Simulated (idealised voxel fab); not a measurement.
Process module in this document: voxel released beams
This is section cut - it's 235 nm across, gridded in 5 nm square cells.
Each cross-section below is a grid of square cells, stated as bands in top-down order, with one or more rows of cells making up each band.
Heights first: top, then bottom, in nm. Then materials, left to right, each with a width in nm. "all across" on a single material: fills the band edge to edge. "blank": empty space.
The reference from which all heights are counted is 0, the level beneath which the as-received wafer is entirely one material; the lowest band, having no lower bound, proceeds downward and is written after the example "0 and below".
So if you see something like "30..40" for the width, read it as the top row of the band sitting at the first number and the bottom row at the second, with every row in between moving by the same amount as the last.
Where the words "everything unchanged" appear for a step, the cross-section shows no cell changed by that step; every cell remained as before.
So "Closed void inventory" is basically the list of trapped voids: any empty space of 8 cells or more that can't reach the top through an opening. They're written width x height at distance, the distance being from the left edge, and it's all nm.
Formally, on a step line, whatever follows the settings is a remark that the simulator itself makes on the step.
"overlay nm" denotes, for a step that has a mask, the displacement of the mask to the right of its planned place, with negative values corresponding to the left.

**The process steps that were planned are listed below**
- 1: RECEIVE: material Si
- 2: CONFORMAL_DEP: material SiN, thk nm 10
- 3: DIRECTIONAL_DEP: material SiO2, thk nm 15
- 4: DIRECTIONAL_DEP: material aC, thk nm 10
- 5: PATTERN: tone open, mask id ANCHOR, material resist, width nm 35, thk nm 25, overlay nm 0
- 6: DIRECTIONAL_ETCH: etch materials aC, depth nm 10
- 7: STRIP: etch materials resist
- 8: DIRECTIONAL_ETCH: etch materials SiO2, depth nm 15
- 9: STRIP: etch materials aC
- 10: CONFORMAL_DEP: material TiN, thk nm 10
- 11: DIRECTIONAL_DEP: material aC, thk nm 15
- 12: PATTERN: tone cover, mask id BEAM, material resist, width nm 90, thk nm 30, overlay nm 0
- 13: DIRECTIONAL_ETCH: etch materials aC, depth nm 15
- 14: STRIP: etch materials resist
- 15: DIRECTIONAL_ETCH: etch materials TiN, depth nm 10
- 16: STRIP: etch materials aC
- 17: STRIP: etch materials SiO2

**First of the two wafers, run per plan**

**Wafer as received: cross-section following step 1**
	0 and below  Si all across
	Closed void inventory: none

**Sectional view: wafer, after step 2**
	10 down to 0  SiN all across
	Everything below 0 is unchanged.

**Sectional view: wafer, after step 3**
	25 down to 10  SiO2 all across
	Everything below 10 is unchanged.

**Sectional view: wafer, after step 4**
	35 down to 25  aC all across
	Everything below 25 is unchanged.

**Sectional view: wafer, after step 5**
	60 down to 35  75 resist / 35 blank / 125 resist
	Everything below 35 is unchanged.

**Sectional view: wafer, after step 6**
	50 down to 35  75 resist / 35 blank / 125 resist
	35 down to 25  75 aC / 35 blank / 125 aC
	Everything below 25 is unchanged.

**Sectional view: wafer, after step 7**
	35 down to 25  75 aC / 35 blank / 125 aC
	Everything below 25 is unchanged.

**Sectional view: wafer, after step 8**
	35 down to 25  75 aC / 35 blank / 125 aC
	25 down to 10  75 SiO2 / 35 blank / 125 SiO2
	Everything below 10 is unchanged.

**Sectional view: wafer, after step 9**
	25 down to 10  75 SiO2 / 35 blank / 125 SiO2
	Everything below 10 is unchanged.

**Sectional view: wafer, after step 10**
	35 down to 25  85 TiN / 15 blank / 135 TiN
	25 down to 20  75 SiO2 / 10 TiN / 15 blank / 10 TiN / 125 SiO2
	20 down to 10  75 SiO2 / 35 TiN / 125 SiO2
	Everything below 10 is unchanged.

**Sectional view: wafer, after step 11**
	50 down to 35  85 aC / 15 blank / 135 aC
	35 down to 25  85 TiN / 15 aC / 135 TiN
	25 down to 20  75 SiO2 / 10 TiN / 15 aC / 10 TiN / 125 SiO2
	Everything below 20 is unchanged.

**Sectional view: wafer, after step 12**
	80 down to 50  70 blank / 90 resist / 75 blank
	50 down to 35  85 aC / 15 resist / 135 aC
	Everything below 35 is unchanged.

**Sectional view: wafer, after step 13**
	65 down to 50  70 blank / 90 resist / 75 blank
	50 down to 35  70 blank / 15 aC / 15 resist / 60 aC / 75 blank
	Everything below 35 is unchanged.

**Sectional view: wafer, after step 14**
	50 down to 35  70 blank / 15 aC / 15 blank / 60 aC / 75 blank
	Everything below 35 is unchanged.

**Sectional view: wafer, after step 15**
	50 down to 35  70 blank / 15 aC / 15 blank / 60 aC / 75 blank
	35 down to 25  70 blank / 15 TiN / 15 aC / 60 TiN / 75 blank
	Everything below 25 is unchanged.

**Sectional view: wafer, after step 16**
	35 down to 25  70 blank / 15 TiN / 15 blank / 60 TiN / 75 blank
	25 down to 20  75 SiO2 / 10 TiN / 15 blank / 10 TiN / 125 SiO2
	Everything below 20 is unchanged.

**Sectional view: wafer, after step 17**
	35 down to 25  70 blank / 15 TiN / 15 blank / 60 TiN / 75 blank
	25 down to 20  75 blank / 10 TiN / 15 blank / 10 TiN / 125 blank
	20 down to 10  75 blank / 35 TiN / 125 blank
	Everything below 10 is unchanged.

**Second wafer: same start and same plan as the first, one execution error; identical to the first through step 7**

**Here is the second wafer in cross-section at the point where step 8 of the plan should have been done**
	35 down to 25  75 aC / 35 blank / 125 aC
	25 down to 10  75 SiO2 / 35 blank / 125 SiO2
	Everything below 10 is unchanged.

**Here is the second wafer in cross-section at the point where step 9 of the plan should have been done**
	25 down to 10  75 SiO2 / 35 blank / 125 SiO2
	Everything below 10 is unchanged.

**Here is the second wafer in cross-section at the point where step 10 of the plan should have been done**
	35 down to 25  85 TiN / 15 blank / 135 TiN
	25 down to 20  75 SiO2 / 10 TiN / 15 blank / 10 TiN / 125 SiO2
	20 down to 10  75 SiO2 / 35 TiN / 125 SiO2
	Everything below 10 is unchanged.

**Here is the second wafer in cross-section at the point where step 11 of the plan should have been done**
	50 down to 35  85 aC / 15 blank / 135 aC
	35 down to 25  85 TiN / 15 aC / 135 TiN
	25 down to 20  75 SiO2 / 10 TiN / 15 aC / 10 TiN / 125 SiO2
	Everything below 20 is unchanged.

**Here is the second wafer in cross-section at the point where step 12 of the plan should have been done**
	80 down to 50  70 blank / 90 resist / 75 blank
	50 down to 35  85 aC / 15 resist / 135 aC
	Everything below 35 is unchanged.

**Here is the second wafer in cross-section at the point where step 13 of the plan should have been done**
	65 down to 50  70 blank / 90 resist / 75 blank
	50 down to 35  70 blank / 15 aC / 15 resist / 60 aC / 75 blank
	Everything below 35 is unchanged.

**Here is the second wafer in cross-section at the point where step 14 of the plan should have been done**
	50 down to 35  70 blank / 15 aC / 15 blank / 60 aC / 75 blank
	Everything below 35 is unchanged.

**Here is the second wafer in cross-section at the point where step 15 of the plan should have been done**
	50 down to 35  70 blank / 15 aC / 15 blank / 60 aC / 75 blank
	35 down to 25  70 blank / 15 TiN / 15 aC / 60 TiN / 75 blank
	Everything below 25 is unchanged.

**Here is the second wafer in cross-section at the point where step 16 of the plan should have been done**
	35 down to 25  70 blank / 15 TiN / 15 blank / 60 TiN / 75 blank
	25 down to 20  75 SiO2 / 10 TiN / 15 blank / 10 TiN / 125 SiO2
	Everything below 20 is unchanged.

**Here is the second wafer in cross-section at the point where step 17 of the plan should have been done**
	35 down to 25  70 blank / 15 TiN / 15 blank / 60 TiN / 75 blank
	25 down to 20  75 blank / 10 TiN / 15 blank / 10 TiN / 125 blank
	20 down to 10  75 blank / 35 TiN / 125 blank
	Everything below 10 is unchanged.
The mistake made against the process plan was this: plan step 8 was conducted twice
The two wafers wind up with the same cross-section at the end, so whatever this model computes is the same despite the mistake.
